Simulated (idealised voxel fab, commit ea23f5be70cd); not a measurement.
The process module presented herein is designated voxel transistor to metal.
Section shown: cut. Width: 185 nm. Cell size: 5 nm, square.
Cross-section spec: square-cell grid; bands listed top down; each band is one or more rows.
Band entry format. Leading values: height of top, height of bottom, nm. Remainder: materials in left-to-right order, each with its width in nm. Special words: "edge to edge" on a single material, which then fills the band edge to edge; "empty", empty space.
Height 0 is the level under which the wafer as received is all one material. The lowest band goes on downwards, as in "0 nm and below".
Width: "30..40" (first number = top row, second number = bottom row, same change from row to row of cells).
It should be understood that the words "no change", when stated for a given step, signify that the cross-section underwent no change in any of its cells during that step.
In the "Completely enclosed voids" entry, you get each enclosed empty space of 8 cells or more, one with no open way to the top, written width x height at distance, distance from the left edge, in nm.
Where a step's line continues beyond its settings, the continuation is a remark by the simulator itself on that step.
You can add "overlay nm" to a step's line. For a step with a mask, it describes how far the mask lay to the right of its planned position, and a negative number describes a lay to the left.
-- plan
1 RECEIVE [material Si]
2 OXIDIZE [depth nm 5]
3 CONFORMAL_DEP [material SiN] [thk nm 10]
4 MASKED_ETCH [tone cover] [mask id ACTIVE] [width nm 115] [etch materials SiN] [depth nm 10] [overlay nm 0]
5 MASKED_ETCH [tone cover] [mask id ACTIVE] [width nm 115] [etch materials SiO2] [depth nm 5] [overlay nm 0]
6 MASKED_ETCH [tone cover] [mask id ACTIVE] [width nm 115] [etch materials Si] [depth nm 35] [overlay nm 0]
7 OXIDIZE [depth nm 5]
8 FILL_DEP [material SiO2] [thk nm 10]
9 CMP [height nm 10]
10 SELECTIVE_ETCH [etch materials SiO2] [depth nm 10]
11 STRIP [etch materials SiN]
12 SELECTIVE_ETCH [etch materials SiO2] [depth nm 5]
13 OXIDIZE [depth nm 5]
14 DIRECTIONAL_DEP [material polySi] [thk nm 25]
15 DIRECTIONAL_DEP [material SiCN] [thk nm 15]
16 PATTERN [tone cover] [mask id GATE] [material resist] [width nm 35] [thk nm 20] [overlay nm 0]
17 DIRECTIONAL_ETCH [etch materials SiCN] [depth nm 25]
18 DIRECTIONAL_ETCH [etch materials polySi] [depth nm 35]
19 STRIP [etch materials resist]
20 CONFORMAL_DEP [material SiN] [thk nm 10]
21 DIRECTIONAL_ETCH [etch materials SiN] [depth nm 10]
22 DIRECTIONAL_ETCH [etch materials SiO2] [depth nm 5]
23 DIRECTIONAL_ETCH [etch materials Si] [depth nm 15]
24 EPI [material pSi] [thk nm 15]
25 FILL_DEP [material SiO2] [thk nm 10]
26 CMP [height nm 20]
27 STRIP [etch materials polySi]
28 SELECTIVE_ETCH [etch materials SiO2] [depth nm 5]
29 CONFORMAL_DEP [material HfO2] [thk nm 5]
30 CONFORMAL_DEP [material TiN] [thk nm 5]
31 FILL_DEP [material W] [thk nm 10]
32 CMP [height nm 15]
33 DIRECTIONAL_DEP [material SiO2] [thk nm 10]
34 PATTERN [tone open] [mask id CONTACT] [material resist] [width nm 15] [pitch nm 80] [thk nm 20] [overlay nm 0]
35 DIRECTIONAL_ETCH [etch materials SiO2] [depth nm 35]
36 STRIP [etch materials resist]
37 CONFORMAL_DEP [material TiN] [thk nm 5]
38 FILL_DEP [material W] [thk nm 5]
39 CMP [height nm 25]
40 CONFORMAL_DEP [material SiN] [thk nm 5]
41 DIRECTIONAL_DEP [material SiO2] [thk nm 15]
42 MASKED_ETCH [tone open] [mask id METAL_1] [width nm 15] [pitch nm 80] [etch materials SiO2] [depth nm 15] [overlay nm 0]
43 MASKED_ETCH [tone open] [mask id METAL_1] [width nm 15] [pitch nm 80] [etch materials SiN] [depth nm 5] [overlay nm 0]
44 CONFORMAL_DEP [material TiN] [thk nm 5]
45 FILL_DEP [material Cu] [thk nm 10]
46 CMP [height nm 45]
47 CONFORMAL_DEP [material SiCN] [thk nm 5]
48 DIRECTIONAL_DEP [material SiO2] [thk nm 30]
49 MASKED_ETCH [tone open] [mask id METAL_2] [width nm 15] [pitch nm 80] [etch materials SiO2] [depth nm 20] [overlay nm 0]
50 PATTERN [tone open] [mask id METAL_2_HOLES] [material resist] [width nm 15] [pitch nm 80] [thk nm 20] [overlay nm 0]
51 DIRECTIONAL_ETCH [etch materials SiO2] [depth nm 10]
52 DIRECTIONAL_ETCH [etch materials SiCN] [depth nm 5]
53 STRIP [etch materials resist]
54 CONFORMAL_DEP [material TiN] [thk nm 5]
55 FILL_DEP [material Cu] [thk nm 10]
56 CMP [height nm 80]
57 CONFORMAL_DEP [material SiN] [thk nm 5]
-- Cross-section: wafer on arrival = after step 1
* 0 nm and below = Si edge to edge
* Completely enclosed voids: none
-- Cross-section, first of two wafers, end of module, run as planned
* 85 nm to 80 nm = SiN edge to edge
* 80 nm to 50 nm = SiO2 (45), then TiN (5), then Cu (5), then TiN (5), then SiO2 (65), then TiN (5), then Cu (5), then TiN (5), then SiO2 (45)
* 50 nm to 45 nm = SiCN (45), then TiN (15), then SiCN (65), then TiN (15), then SiCN (45)
* 45 nm to 30 nm = SiO2 (45), then TiN (5), then Cu (5), then TiN (5), then SiO2 (65), then TiN (5), then Cu (5), then TiN (5), then SiO2 (45)
* 30 nm to 25 nm = SiN (45), then TiN (15), then SiN (65), then TiN (15), then SiN (45)
* 25 nm to 15 nm = SiO2 (45), then TiN (5), then W (5), then TiN (5), then SiO2 (65), then TiN (5), then W (5), then TiN (5), then SiO2 (45)
* 15 nm to 10 nm = SiO2 (45), then TiN (5), then W (5), then TiN (5), then SiO2 (5), then SiN (10), then HfO2 (5), then TiN (5), then W (15), then TiN (5), then HfO2 (5), then SiN (10), then SiO2 (5), then TiN (5), then W (5), then TiN (5), then SiO2 (45)
* 10 nm to 5 nm = SiO2 (45), then TiN (15), then SiO2 (5), then SiN (10), then HfO2 (5), then TiN (5), then W (15), then TiN (5), then HfO2 (5), then SiN (10), then SiO2 (5), then TiN (15), then SiO2 (45)
* 5 nm to 0 nm = SiO2 (45), then TiN (5), then pSi (15), then SiN (10), then HfO2 (5), then TiN (5), then W (15), then TiN (5), then HfO2 (5), then SiN (10), then pSi (15), then TiN (5), then SiO2 (45)
* 0 nm to -5 nm = SiO2 (45), then TiN (5), then pSi (15), then SiN (10), then HfO2 (5), then TiN (25), then HfO2 (5), then SiN (10), then pSi (15), then TiN (5), then SiO2 (45)
* -5 nm to -10 nm = SiO2 (45), then TiN (5), then pSi (15), then SiO2 (5), then HfO2 (45), then SiO2 (5), then pSi (15), then TiN (5), then SiO2 (45)
* -10 nm to -25 nm = SiO2 (40), then pSi (25), then Si (55), then pSi (25), then SiO2 (40)
* -25 nm to -45 nm = SiO2 (40), then Si (105), then SiO2 (40)
* -45 nm and below = Si edge to edge
* Completely enclosed voids: none
-- Now the second wafer, cross-sectioned at the end of the module. Nothing different at the start, nothing different in the plan compared with the first, just one mistake when it was actually run
* 85 nm to 80 nm = SiN edge to edge
* 80 nm to 50 nm = SiO2 (45), then TiN (5), then Cu (5), then TiN (5), then SiO2 (65), then TiN (5), then Cu (5), then TiN (5), then SiO2 (45)
* 50 nm to 45 nm = SiCN (45), then TiN (15), then SiCN (65), then TiN (15), then SiCN (45)
* 45 nm to 30 nm = SiO2 (45), then TiN (5), then Cu (5), then TiN (5), then SiO2 (65), then TiN (5), then Cu (5), then TiN (5), then SiO2 (45)
* 30 nm to 25 nm = SiN (45), then TiN (15), then SiN (65), then TiN (15), then SiN (45)
* 25 nm to 15 nm = SiO2 (45), then TiN (5), then W (5), then TiN (5), then SiO2 (65), then TiN (5), then W (5), then TiN (5), then SiO2 (45)
* 15 nm to 10 nm = SiO2 (45), then TiN (5), then W (5), then TiN (5), then SiO2 (5), then SiN (10), then TiN (5), then W (25), then TiN (5), then SiN (10), then SiO2 (5), then TiN (5), then W (5), then TiN (5), then SiO2 (45)
* 10 nm to 5 nm = SiO2 (45), then TiN (15), then SiO2 (5), then SiN (10), then TiN (5), then W (25), then TiN (5), then SiN (10), then SiO2 (5), then TiN (15), then SiO2 (45)
* 5 nm to -5 nm = SiO2 (45), then TiN (5), then pSi (15), then SiN (10), then TiN (5), then W (25), then TiN (5), then SiN (10), then pSi (15), then TiN (5), then SiO2 (45)
* -5 nm to -10 nm = SiO2 (45), then TiN (5), then pSi (15), then SiO2 (5), then TiN (45), then SiO2 (5), then pSi (15), then TiN (5), then SiO2 (45)
* -10 nm to -25 nm = SiO2 (40), then pSi (25), then Si (55), then pSi (25), then SiO2 (40)
* -25 nm to -45 nm = SiO2 (40), then Si (105), then SiO2 (40)
* -45 nm and below = Si edge to edge
* Completely enclosed voids: none
Processing error: step 29 of the plan did not run at all; it was left out
The second wafer ends with more or fewer cells of some materials than the first, per final count: 17 fewer of HfO2, 6 more of TiN, 11 more of W
